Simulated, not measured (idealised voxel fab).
The process module presented herein is designated voxel capacitor over wiring.
Section cut is 245 nm wide and gridded with 5 nm square cells.
Cross-section = grid of square cells, listed top down in bands; band = one or more rows. Band: top height; bottom height; in nm. Then, left to right: material with width in nm, for each material. "throughout": a single material spanning edge to edge. "empty": empty space. Heads up on the height convention: 0 is the point under which the incoming wafer is all one material, and the lowest band has no bottom, it just keeps going down, like "0 and below". The two numbers in a width such as "30 to 40" mark its ends across the band: the first belongs to the top row of cells, the second to the bottom row, and from each row to the next the width moves by the same amount. You'll sometimes find "no modifications" written for a step, and that's the way of saying that nowhere in the cross-section did a cell change during that step. You'll see "Enclosed void inventory" listing empty spaces that have no way open to the top, as long as they're 8 cells or more; the notation is width x height at distance, where the distance is from the left edge, and all of it is in nm. Formally, on a step line, whatever follows the settings is a remark that the simulator itself makes on the step. Regarding "overlay nm": on a step with a mask, it is the distance the mask lay to the right of its planned place; a negative value places it to the left.
## The steps planned for the process are as follows
1) RECEIVE,material Si
2) CONFORMAL_DEP,material SiO2,thk nm 15
3) CONFORMAL_DEP,material SiN,thk nm 5
4) DIRECTIONAL_DEP,material SiO2,thk nm 20
5) DIRECTIONAL_DEP,material aC,thk nm 10
6) PATTERN,tone open,mask id METAL_1,material resist,width nm 25,pitch nm 90,thk nm 25,overlay nm 0
7) DIRECTIONAL_ETCH,etch materials aC,depth nm 10
8) STRIP,etch materials resist
9) DIRECTIONAL_ETCH,etch materials SiO2,depth nm 20
10) DIRECTIONAL_ETCH,etch materials SiN,depth nm 5
11) STRIP,etch materials aC
12) CONFORMAL_DEP,material TiN,thk nm 5
13) FILL_DEP,material W,thk nm 10
14) CMP,height nm 40
15) CONFORMAL_DEP,material SiCN,thk nm 5
16) DIRECTIONAL_DEP,material lowk,thk nm 20
17) MASKED_ETCH,tone open,mask id PLUG_1,width nm 15,etch materials lowk,depth nm 20,overlay nm 0
18) MASKED_ETCH,tone open,mask id PLUG_1,width nm 15,etch materials SiCN,depth nm 5,overlay nm 0
19) CONFORMAL_DEP,material TiN,thk nm 5
20) FILL_DEP,material W,thk nm 5
21) CMP,height nm 65
22) DIRECTIONAL_DEP,material TiN,thk nm 10
23) DIRECTIONAL_DEP,material HfO2,thk nm 5
24) DIRECTIONAL_DEP,material TiN,thk nm 10
25) DIRECTIONAL_DEP,material aC,thk nm 15
26) PATTERN,tone cover,mask id UPPER_PLATE,material resist,width nm 70,thk nm 30,overlay nm 0
27) DIRECTIONAL_ETCH,etch materials aC,depth nm 15
28) STRIP,etch materials resist
29) DIRECTIONAL_ETCH,etch materials TiN,depth nm 10
30) DIRECTIONAL_ETCH,etch materials HfO2,depth nm 5
31) STRIP,etch materials aC
32) DIRECTIONAL_DEP,material aC,thk nm 15
33) PATTERN,tone cover,mask id LOWER_PLATE,material resist,width nm 80,thk nm 30,overlay nm 0
34) DIRECTIONAL_ETCH,etch materials aC,depth nm 15
35) STRIP,etch materials resist
36) DIRECTIONAL_ETCH,etch materials TiN,depth nm 10
37) STRIP,etch materials aC
38) FILL_DEP,material SiO2,thk nm 15
39) CMP,height nm 100
40) DIRECTIONAL_DEP,material aC,thk nm 15
41) PATTERN,tone open,mask id PLUG_2,material resist,width nm 15,thk nm 35,overlay nm 0
42) DIRECTIONAL_ETCH,etch materials aC,depth nm 15
43) STRIP,etch materials resist
44) DIRECTIONAL_ETCH,etch materials SiO2,depth nm 10
45) STRIP,etch materials aC
46) CONFORMAL_DEP,material TiN,thk nm 5
47) FILL_DEP,material Ru,thk nm 10
48) CMP,height nm 100
49) CONFORMAL_DEP,material SiN,thk nm 5
## On the first of the two wafers: run conducted according to plan
## Cross-sectional view of the wafer in its as-received condition, corresponding to the state after step 1
	0 and below: Si throughout
	Enclosed void inventory: none
## State of the wafer after step 2, shown in cross-section
	15 down to 0: SiO2 throughout
	Heights below 0 show no change.
## State of the wafer after step 3, shown in cross-section
	20 down to 15: SiN throughout
	Heights below 15 show no change.
## State of the wafer after step 4, shown in cross-section
	40 down to 20: SiO2 throughout
	Heights below 20 show no change.
## State of the wafer after step 5, shown in cross-section
	50 down to 40: aC throughout
	Heights below 40 show no change.
## State of the wafer after step 6, shown in cross-section
	75 down to 50: resist (65) | empty (25) | resist (65) | empty (25) | resist (65)
	Heights below 50 show no change.
## State of the wafer after step 7, shown in cross-section
	65 down to 50: resist (65) | empty (25) | resist (65) | empty (25) | resist (65)
	50 down to 40: aC (65) | empty (25) | aC (65) | empty (25) | aC (65)
	Heights below 40 show no change.
## State of the wafer after step 8, shown in cross-section
	50 down to 40: aC (65) | empty (25) | aC (65) | empty (25) | aC (65)
	Heights below 40 show no change.
## State of the wafer after step 9, shown in cross-section
	50 down to 40: aC (65) | empty (25) | aC (65) | empty (25) | aC (65)
	40 down to 20: SiO2 (65) | empty (25) | SiO2 (65) | empty (25) | SiO2 (65)
	Heights below 20 show no change.
## State of the wafer after step 10, shown in cross-section
	50 down to 40: aC (65) | empty (25) | aC (65) | empty (25) | aC (65)
	40 down to 20: SiO2 (65) | empty (25) | SiO2 (65) | empty (25) | SiO2 (65)
	20 down to 15: SiN (65) | empty (25) | SiN (65) | empty (25) | SiN (65)
	Heights below 15 show no change.
## State of the wafer after step 11, shown in cross-section
	40 down to 20: SiO2 (65) | empty (25) | SiO2 (65) | empty (25) | SiO2 (65)
	Heights below 20 show no change.
## State of the wafer after step 12, shown in cross-section
	45 down to 40: TiN (70) | empty (15) | TiN (75) | empty (15) | TiN (70)
	40 down to 20: SiO2 (65) | TiN (5) | empty (15) | TiN (5) | SiO2 (65) | TiN (5) | empty (15) | TiN (5) | SiO2 (65)
	20 down to 15: SiN (65) | TiN (25) | SiN (65) | TiN (25) | SiN (65)
	Heights below 15 show no change.
## State of the wafer after step 13, shown in cross-section
	55 down to 45: W throughout
	45 down to 40: TiN (70) | W (15) | TiN (75) | W (15) | TiN (70)
	40 down to 20: SiO2 (65) | TiN (5) | W (15) | TiN (5) | SiO2 (65) | TiN (5) | W (15) | TiN (5) | SiO2 (65)
	Heights below 20 show no change.
## State of the wafer after step 14, shown in cross-section
	40 down to 20: SiO2 (65) | TiN (5) | W (15) | TiN (5) | SiO2 (65) | TiN (5) | W (15) | TiN (5) | SiO2 (65)
	Heights below 20 show no change.
## State of the wafer after step 15, shown in cross-section
	45 down to 40: SiCN throughout
	Heights below 40 show no change.
## State of the wafer after step 16, shown in cross-section
	65 down to 45: lowk throughout
	Heights below 45 show no change.
## State of the wafer after step 17, shown in cross-section
	65 down to 45: lowk (75) | empty (15) | lowk (155)
	Heights below 45 show no change.
## State of the wafer after step 18, shown in cross-section
	65 down to 45: lowk (75) | empty (15) | lowk (155)
	45 down to 40: SiCN (75) | empty (15) | SiCN (155)
	Heights below 40 show no change.
## State of the wafer after step 19, shown in cross-section
	70 down to 65: TiN (80) | empty (5) | TiN (160)
	65 down to 45: lowk (75) | TiN (5) | empty (5) | TiN (5) | lowk (155)
	45 down to 40: SiCN (75) | TiN (15) | SiCN (155)
	Heights below 40 show no change.
## State of the wafer after step 20, shown in cross-section
	75 down to 70: W throughout
	70 down to 65: TiN (80) | W (5) | TiN (160)
	65 down to 45: lowk (75) | TiN (5) | W (5) | TiN (5) | lowk (155)
	Heights below 45 show no change.
## State of the wafer after step 21, shown in cross-section
	65 down to 45: lowk (75) | TiN (5) | W (5) | TiN (5) | lowk (155)
	Heights below 45 show no change.
## State of the wafer after step 22, shown in cross-section
	75 down to 65: TiN throughout
	Heights below 65 show no change.
## State of the wafer after step 23, shown in cross-section
	80 down to 75: HfO2 throughout
	Heights below 75 show no change.
## State of the wafer after step 24, shown in cross-section
	90 down to 80: TiN throughout
	Heights below 80 show no change.
## State of the wafer after step 25, shown in cross-section
	105 down to 90: aC throughout
	Heights below 90 show no change.
## State of the wafer after step 26, shown in cross-section
	135 down to 105: empty (75) | resist (70) | empty (100)
	Heights below 105 show no change.
## State of the wafer after step 27, shown in cross-section
	120 down to 105: empty (75) | resist (70) | empty (100)
	105 down to 90: empty (75) | aC (70) | empty (100)
	Heights below 90 show no change.
## State of the wafer after step 28, shown in cross-section
	105 down to 90: empty (75) | aC (70) | empty (100)
	Heights below 90 show no change.
## State of the wafer after step 29, shown in cross-section
	105 down to 90: empty (75) | aC (70) | empty (100)
	90 down to 80: empty (75) | TiN (70) | empty (100)
	Heights below 80 show no change.
## State of the wafer after step 30, shown in cross-section
	105 down to 90: empty (75) | aC (70) | empty (100)
	90 down to 80: empty (75) | TiN (70) | empty (100)
	80 down to 75: empty (75) | HfO2 (70) | empty (100)
	Heights below 75 show no change.
## State of the wafer after step 31, shown in cross-section
	90 down to 80: empty (75) | TiN (70) | empty (100)
	Heights below 80 show no change.
## State of the wafer after step 32, shown in cross-section
	105 down to 90: empty (75) | aC (70) | empty (100)
	90 down to 80: aC (75) | TiN (70) | aC (100)
	80 down to 75: aC (75) | HfO2 (70) | aC (100)
	Heights below 75 show no change.
## State of the wafer after step 33, shown in cross-section
	135 down to 105: empty (70) | resist (80) | empty (95)
	105 down to 90: empty (70) | resist (5) | aC (70) | resist (5) | empty (95)
	Heights below 90 show no change.
## State of the wafer after step 34, shown in cross-section
	120 down to 105: empty (70) | resist (80) | empty (95)
	105 down to 90: empty (70) | resist (5) | aC (70) | resist (5) | empty (95)
	90 down to 80: empty (70) | aC (5) | TiN (70) | aC (5) | empty (95)
	80 down to 75: empty (70) | aC (5) | HfO2 (70) | aC (5) | empty (95)
	Heights below 75 show no change.
## State of the wafer after step 35, shown in cross-section
	105 down to 90: empty (75) | aC (70) | empty (100)
	Heights below 90 show no change.
## State of the wafer after step 36, shown in cross-section
	105 down to 90: empty (75) | aC (70) | empty (100)
	90 down to 80: empty (70) | aC (5) | TiN (70) | aC (5) | empty (95)
	80 down to 75: empty (70) | aC (5) | HfO2 (70) | aC (5) | empty (95)
	75 down to 65: empty (70) | TiN (80) | empty (95)
	Heights below 65 show no change.
## State of the wafer after step 37, shown in cross-section
	90 down to 80: empty (75) | TiN (70) | empty (100)
	80 down to 75: empty (75) | HfO2 (70) | empty (100)
	Heights below 75 show no change.
## State of the wafer after step 38, shown in cross-section
	105 down to 90: SiO2 throughout
	90 down to 80: SiO2 (75) | TiN (70) | SiO2 (100)
	80 down to 75: SiO2 (75) | HfO2 (70) | SiO2 (100)
	75 down to 65: SiO2 (70) | TiN (80) | SiO2 (95)
	Heights below 65 show no change.
## State of the wafer after step 39, shown in cross-section
	100 down to 90: SiO2 throughout
	Heights below 90 show no change.
## State of the wafer after step 40, shown in cross-section
	115 down to 100: aC throughout
	Heights below 100 show no change.
## State of the wafer after step 41, shown in cross-section
	150 down to 115: resist (85) | empty (15) | resist (145)
	Heights below 115 show no change.
## State of the wafer after step 42, shown in cross-section
	135 down to 115: resist (85) | empty (15) | resist (145)
	115 down to 100: aC (85) | empty (15) | aC (145)
	Heights below 100 show no change.
## State of the wafer after step 43, shown in cross-section
	115 down to 100: aC (85) | empty (15) | aC (145)
	Heights below 100 show no change.
## State of the wafer after step 44, shown in cross-section
	115 down to 100: aC (85) | empty (15) | aC (145)
	100 down to 90: SiO2 (85) | empty (15) | SiO2 (145)
	Heights below 90 show no change.
## State of the wafer after step 45, shown in cross-section
	100 down to 90: SiO2 (85) | empty (15) | SiO2 (145)
	Heights below 90 show no change.
## State of the wafer after step 46, shown in cross-section
	105 down to 100: TiN (90) | empty (5) | TiN (150)
	100 down to 95: SiO2 (85) | TiN (5) | empty (5) | TiN (5) | SiO2 (145)
	95 down to 90: SiO2 (85) | TiN (15) | SiO2 (145)
	Heights below 90 show no change.
## State of the wafer after step 47, shown in cross-section
	115 down to 105: Ru throughout
	105 down to 100: TiN (90) | Ru (5) | TiN (150)
	100 down to 95: SiO2 (85) | TiN (5) | Ru (5) | TiN (5) | SiO2 (145)
	Heights below 95 show no change.
## State of the wafer after step 48, shown in cross-section
	100 down to 95: SiO2 (85) | TiN (5) | Ru (5) | TiN (5) | SiO2 (145)
	Heights below 95 show no change.
## State of the wafer after step 49, shown in cross-section
	105 down to 100: SiN throughout
	Heights below 100 show no change.
## Second wafer, same starting conditions and recipe as the first, one mistake in executing it, nothing differs from the first up to and including step 47
Second wafer, sectioned view, at step 48's planned end time: no modifications
## Second wafer, sectioned view, at step 49's planned end time
	120 down to 115: SiN throughout
	Heights below 115 show no change.
Plan not followed: step 48 of the plan: omitted, not performed
Per the end-of-run cell counts, the second wafer holds more or fewer of some materials than the first: 99 more of Ru | 48 more of TiN
